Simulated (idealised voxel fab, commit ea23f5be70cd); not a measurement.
Name of the process module below: voxel released beams
The figure presents cross-section cut, which has a width of 290 nm and is divided into square cells with an edge length of 5 nm.
Throughout this document, each cross-section is represented as a grid of square cells and is presented as a sequence of bands enumerated from the top downward, where a band comprises one or more rows of cells. Band entry format. Leading values: height of top, height of bottom, nm. Remainder: materials in left-to-right order, each with its width in nm. Special words: "full width" on a single material, which then fills the band edge to edge; "blank", empty space. The level at which height equals 0 is the one under which the wafer, as it arrives, is entirely one material. No lower edge exists for the bottom band, which continues downward and is notated as in "0..down". It should be noted that a width expressed as "30->40" varies in equal increments from row to row of cells within the band, taking the value of the first number at the top row and that of the second number at the bottom row. For the purposes of this document, the phrase "everything unchanged" attached to a step denotes that no cell within the cross-section was modified by that step. "Closed empty spaces" means: voids of 8 cells or more that are shut off from the top with no open way through. Written width x height at distance, distance from the left edge, in nm. after a step's settings: what the simulator itself notes on the step. Among the settings permitted on a step's line is "overlay nm"; applied to a step with a mask, it specifies the extent to which the mask lay to the right of its planned position, whereas a negative figure signifies a position to the left.

**The steps planned for the process are as follows**
- 1: RECEIVE,material Si
- 2: CONFORMAL_DEP,material Al2O3,thk nm 10
- 3: DIRECTIONAL_DEP,material SiO2,thk nm 20
- 4: DIRECTIONAL_DEP,material aC,thk nm 10
- 5: PATTERN,tone open,mask id ANCHOR,material resist,width nm 30,thk nm 30,overlay nm 0
- 6: DIRECTIONAL_ETCH,etch materials aC,depth nm 10
- 7: STRIP,etch materials resist
- 8: DIRECTIONAL_ETCH,etch materials SiO2,depth nm 20
- 9: STRIP,etch materials aC
- 10: CONFORMAL_DEP,material SiN,thk nm 15
- 11: PATTERN,tone cover,mask id BEAM,material resist,width nm 115,thk nm 15,overlay nm 0
- 12: DIRECTIONAL_ETCH,etch materials SiN,depth nm 15
- 13: STRIP,etch materials resist
- 14: STRIP,etch materials SiO2
Be aware that, although all wafers share a common starting state, the width nm at step 5 differs among them, and the plan displays the first wafer's value.

**Cross-section of the first of several received wafers, showing its state after step 1**
	0..down  Si full width
	Closed empty spaces: none

**End of module, by wafer: material-by-material cell gain (+) or loss (-) since receipt, then closed voids**
width nm 30, +116 Al2O3, +93 SiN, Closed empty spaces: none
width nm 35, +116 Al2O3, +93 SiN, Closed empty spaces: none
width nm 40, +116 Al2O3, +93 SiN, Closed empty spaces: none
width nm 45, +116 Al2O3, +93 SiN, Closed empty spaces: none
width nm 50, +116 Al2O3, +93 SiN, Closed empty spaces: none
width nm 55, +116 Al2O3, +93 SiN, Closed empty spaces: none
